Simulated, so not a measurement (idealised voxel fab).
Process module, titled voxel self aligned contacts
Square cells of 5 nm make up the cross-section cut, whose width is 280 nm.
For the purposes of this document, a cross-section shall be understood as a grid of square cells, specified as bands listed in top-to-bottom order, each band consisting of one or more rows of cells. Each band's line starts with the height of the band's top and of its bottom, in nm. Then come its materials from left to right, each with its width in nm. One material with "edge to edge" fills the band from edge to edge. "blank" is empty space. A quick word on heights: they are counted from 0, and under that level the wafer as it came to us is one material throughout. The lowest band is different from the rest in having no bottom; it simply continues downward, written as in "z 0 and below". A two-number width, for instance "30->40", indicates that the width is equal to the first number in the top row of the band and to the second number in the bottom row, and that it changes by a constant amount per row of cells. "nothing altered" for a step: no cell of the cross-section changed in that step. Entry "Closed empty spaces" = empty spaces >= 8 cells with no open way to the top; each as width x height at distance, distance from left edge, all nm. Where a step's line continues beyond its settings, the continuation is a remark by the simulator itself on that step. Steps that use a mask can have "overlay nm" on their line. It says how far the mask sat to the right of where it was meant to be. Negative means to the left.

# Steps in the process plan
| 1 | RECEIVE [material Si] |
| 2 | CONFORMAL_DEP [material SiO2] [thk nm 5] |
| 3 | DIRECTIONAL_DEP [material polySi] [thk nm 20] |
| 4 | DIRECTIONAL_DEP [material SiN] [thk nm 15] |
| 5 | PATTERN [tone cover] [mask id GATE] [material resist] [width nm 25] [pitch nm 50] [thk nm 20] [overlay nm 0] |
| 6 | DIRECTIONAL_ETCH [etch materials SiN] [depth nm 15] |
| 7 | DIRECTIONAL_ETCH [etch materials polySi] [depth nm 20] |
| 8 | STRIP [etch materials resist] |
| 9 | CONFORMAL_DEP [material SiN] [thk nm 5] |
| 10 | DIRECTIONAL_ETCH [etch materials SiN] [depth nm 5] |
| 11 | FILL_DEP [material SiO2] [thk nm 15] |
| 12 | CMP [height nm 45] |
| 13 | MASKED_ETCH [tone open] [mask id CONTACT] [width nm 35] [etch materials SiO2] [depth nm 45] [overlay nm 0] |
| 14 | CONFORMAL_DEP [material TiN] [thk nm 5] |
| 15 | FILL_DEP [material W] [thk nm 10] |
| 16 | CMP [height nm 45] |
| 17 | CONFORMAL_DEP [material SiCN] [thk nm 5] |

# Cross-section: wafer on arrival = after step 1
    z 0 and below: Si edge to edge
    Closed empty spaces: none

# Cross-sectional result after module completion. Note: starting condition and plan are unchanged from above; one processing mistake was made
    z 50 to 45: SiCN edge to edge
    z 45 to 35: SiO2: 95, then SiN: 35, then TiN: 5, then W: 5, then TiN: 5, then SiN: 35, then SiO2: 100
    z 35 to 20: SiO2: 95, then SiN: 5, then polySi: 25, then SiN: 5, then TiN: 5, then W: 5, then TiN: 5, then SiN: 5, then polySi: 25, then SiN: 5, then SiO2: 100
    z 20 to 15: SiO2: 95, then SiN: 5, then polySi: 25, then SiN: 5, then TiN: 15, then SiN: 5, then polySi: 25, then SiN: 5, then SiO2: 100
    z 15 to 5: polySi edge to edge
    z 5 to 0: SiO2 edge to edge
    z 0 and below: Si edge to edge
    Closed empty spaces: none
Finding, execution versus plan: for step 3, the planned setting was not used; the step was instead run as DIRECTIONAL_DEP [material polySi] [thk nm 30]
